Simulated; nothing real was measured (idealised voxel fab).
Process module name: voxel wiring stack
It is cross-section cut that appears here, measuring 240 nm in width, its square cells being 5 nm in size.
The cross-sections in this document take the form of a grid made of square cells. They are written out as bands, in order from top to bottom. Each band consists of one or more rows of cells.
Band: top and bottom heights (nm) first, top before bottom; then materials from left to right, widths in nm. "full width" marks a sole material filling the band edge to edge. "empty" denotes empty space.
Counting heights begins at 0, where everything beneath is, in the wafer as received, one material. The lowest band has no bottom; it goes on downwards, as "0 and below" shows.
Width: "30..40" (first number = top row, second number = bottom row, same change from row to row of cells).
For the purposes of this document, the phrase "remained the same" attached to a step denotes that no cell within the cross-section was modified by that step.
You'll see "Enclosed cavity list" listing empty spaces that have no way open to the top, as long as they're 8 cells or more; the notation is width x height at distance, where the distance is from the left edge, and all of it is in nm.
Where a step's line continues beyond its settings, the continuation is a remark by the simulator itself on that step.
overlay nm: how far to the right of its planned place the mask lay on this masked step (negative: to the left).
# These are the steps we planned for the process
1 RECEIVE [material Si]
2 CONFORMAL_DEP [material SiO2] [thk nm 10]
3 DIRECTIONAL_DEP [material TiN] [thk nm 5]
4 DIRECTIONAL_DEP [material Ru] [thk nm 15]
5 PATTERN [tone cover] [mask id METAL_1] [material resist] [width nm 25] [pitch nm 40] [thk nm 15] [overlay nm 0]
6 DIRECTIONAL_ETCH [etch materials Ru] [depth nm 15]
7 DIRECTIONAL_ETCH [etch materials TiN] [depth nm 5]
8 STRIP [etch materials resist]
9 CONFORMAL_DEP [material SiN] [thk nm 5]
10 FILL_DEP [material SiO2] [thk nm 10]
11 CMP [height nm 30]
12 CONFORMAL_DEP [material SiCN] [thk nm 5]
13 DIRECTIONAL_DEP [material SiO2] [thk nm 35]
14 MASKED_ETCH [tone open] [mask id METAL_2] [width nm 25] [pitch nm 40] [etch materials SiO2] [depth nm 20] [overlay nm 0]
15 DIRECTIONAL_DEP [material aC] [thk nm 15]
16 PATTERN [tone open] [mask id METAL_2_HOLES] [material resist] [width nm 15] [pitch nm 40] [thk nm 30] [overlay nm 0]
17 DIRECTIONAL_ETCH [etch materials aC] [depth nm 15]
18 STRIP [etch materials resist]
19 DIRECTIONAL_ETCH [etch materials SiO2] [depth nm 15]
20 DIRECTIONAL_ETCH [etch materials SiCN] [depth nm 5]
21 STRIP [etch materials aC]
22 CONFORMAL_DEP [material TiN] [thk nm 5]
23 FILL_DEP [material Cu] [thk nm 10]
24 CMP [height nm 70]
25 CONFORMAL_DEP [material SiCN] [thk nm 5]
26 DIRECTIONAL_DEP [material lowk] [thk nm 20]
27 PATTERN [tone open] [mask id PLUG_2] [material resist] [width nm 15] [pitch nm 80] [thk nm 20] [overlay nm 0]
28 DIRECTIONAL_ETCH [etch materials lowk] [depth nm 20]
29 DIRECTIONAL_ETCH [etch materials SiCN] [depth nm 5]
30 STRIP [etch materials resist]
31 EPI [material Ru] [thk nm 10]
32 EPI [material Ru] [thk nm 10]
33 EPI [material Ru] [thk nm 5]
34 DIRECTIONAL_DEP [material TiN] [thk nm 5]
35 DIRECTIONAL_DEP [material W] [thk nm 15]
36 PATTERN [tone cover] [mask id METAL_3] [material resist] [width nm 25] [pitch nm 40] [thk nm 20] [overlay nm 0]
37 DIRECTIONAL_ETCH [etch materials W] [depth nm 15]
38 DIRECTIONAL_ETCH [etch materials TiN] [depth nm 5]
39 STRIP [etch materials resist]
40 CONFORMAL_DEP [material SiCN] [thk nm 5]
41 FILL_DEP [material SiO2] [thk nm 10]
42 CMP [height nm 115]
43 CONFORMAL_DEP [material SiCN] [thk nm 5]
# So this is the incoming wafer in cross-section - it's already been through step 1
* 0 and below | Si full width
* Enclosed cavity list: none
# As-planned run: cross-section of the first of two wafers at end of module
* 120 down to 115 | SiCN full width
* 115 down to 100 | SiO2: 40; SiCN: 5; W: 25; SiCN: 5; SiO2: 5; SiCN: 5; W: 25; SiCN: 5; SiO2: 5; SiCN: 5; W: 25; SiCN: 5; SiO2: 5; SiCN: 5; W: 25; SiCN: 5; SiO2: 45
* 100 down to 95 | SiCN: 45; TiN: 25; SiCN: 15; TiN: 25; SiCN: 15; TiN: 25; SiCN: 15; TiN: 25; SiCN: 50
* 95 down to 75 | lowk: 45; Ru: 15; lowk: 65; Ru: 15; lowk: 100
* 75 down to 70 | SiCN: 45; Ru: 15; SiCN: 65; Ru: 15; SiCN: 100
* 70 down to 55 | SiO2: 45; TiN: 5; Cu: 15; TiN: 5; SiO2: 15; TiN: 5; Cu: 15; TiN: 5; SiO2: 15; TiN: 5; Cu: 15; TiN: 5; SiO2: 15; TiN: 5; Cu: 15; TiN: 5; SiO2: 50
* 55 down to 50 | SiO2: 45; TiN: 5; Cu: 5; TiN: 15; SiO2: 15; TiN: 5; Cu: 5; TiN: 15; SiO2: 15; TiN: 5; Cu: 5; TiN: 15; SiO2: 15; TiN: 5; Cu: 5; TiN: 15; SiO2: 50
* 50 down to 35 | SiO2: 45; TiN: 5; Cu: 5; TiN: 5; SiO2: 25; TiN: 5; Cu: 5; TiN: 5; SiO2: 25; TiN: 5; Cu: 5; TiN: 5; SiO2: 25; TiN: 5; Cu: 5; TiN: 5; SiO2: 60
* 35 down to 30 | SiCN: 45; TiN: 15; SiCN: 25; TiN: 15; SiCN: 25; TiN: 15; SiCN: 25; TiN: 15; SiCN: 60
* 30 down to 15 | SiO2: 40; SiN: 5; Ru: 25; SiN: 5; SiO2: 5; SiN: 5; Ru: 25; SiN: 5; SiO2: 5; SiN: 5; Ru: 25; SiN: 5; SiO2: 5; SiN: 5; Ru: 25; SiN: 5; SiO2: 45
* 15 down to 10 | SiN: 45; TiN: 25; SiN: 15; TiN: 25; SiN: 15; TiN: 25; SiN: 15; TiN: 25; SiN: 50
* 10 down to 0 | SiO2 full width
* 0 and below | Si full width
* Enclosed cavity list: none
# Module end: cross-section of wafer two of two. Same start and process plan as the first wafer. One mistake during execution
* 120 down to 115 | SiCN full width
* 115 down to 100 | W: 45; SiCN: 5; SiO2: 15; SiCN: 5; W: 15; SiCN: 5; SiO2: 15; SiCN: 5; W: 15; SiCN: 5; SiO2: 15; SiCN: 5; W: 15; SiCN: 5; SiO2: 15; SiCN: 5; W: 50
* 100 down to 95 | TiN: 45; SiCN: 25; TiN: 15; SiCN: 25; TiN: 15; SiCN: 25; TiN: 15; SiCN: 25; TiN: 50
* 95 down to 75 | lowk: 45; Ru: 15; lowk: 65; Ru: 15; lowk: 100
* 75 down to 70 | SiCN: 45; Ru: 15; SiCN: 65; Ru: 15; SiCN: 100
* 70 down to 55 | SiO2: 45; TiN: 5; Cu: 15; TiN: 5; SiO2: 15; TiN: 5; Cu: 15; TiN: 5; SiO2: 15; TiN: 5; Cu: 15; TiN: 5; SiO2: 15; TiN: 5; Cu: 15; TiN: 5; SiO2: 50
* 55 down to 50 | SiO2: 45; TiN: 5; Cu: 5; TiN: 15; SiO2: 15; TiN: 5; Cu: 5; TiN: 15; SiO2: 15; TiN: 5; Cu: 5; TiN: 15; SiO2: 15; TiN: 5; Cu: 5; TiN: 15; SiO2: 50
* 50 down to 35 | SiO2: 45; TiN: 5; Cu: 5; TiN: 5; SiO2: 25; TiN: 5; Cu: 5; TiN: 5; SiO2: 25; TiN: 5; Cu: 5; TiN: 5; SiO2: 25; TiN: 5; Cu: 5; TiN: 5; SiO2: 60
* 35 down to 30 | SiCN: 45; TiN: 15; SiCN: 25; TiN: 15; SiCN: 25; TiN: 15; SiCN: 25; TiN: 15; SiCN: 60
* 30 down to 15 | SiO2: 40; SiN: 5; Ru: 25; SiN: 5; SiO2: 5; SiN: 5; Ru: 25; SiN: 5; SiO2: 5; SiN: 5; Ru: 25; SiN: 5; SiO2: 5; SiN: 5; Ru: 25; SiN: 5; SiO2: 45
* 15 down to 10 | SiN: 45; TiN: 25; SiN: 15; TiN: 25; SiN: 15; TiN: 25; SiN: 15; TiN: 25; SiN: 50
* 10 down to 0 | SiO2 full width
* 0 and below | Si full width
* Enclosed cavity list: none
Against the plan, the run slipped here: rather than as planned, step 36 actually ran as PATTERN [tone open] [mask id METAL_3] [material resist] [width nm 25] [pitch nm 40] [thk nm 20] [overlay nm 0]
Final comparison by cell count, materials where the second wafer has more or fewer than the first: -8 SiCN; -24 SiO2; +8 TiN; +24 W
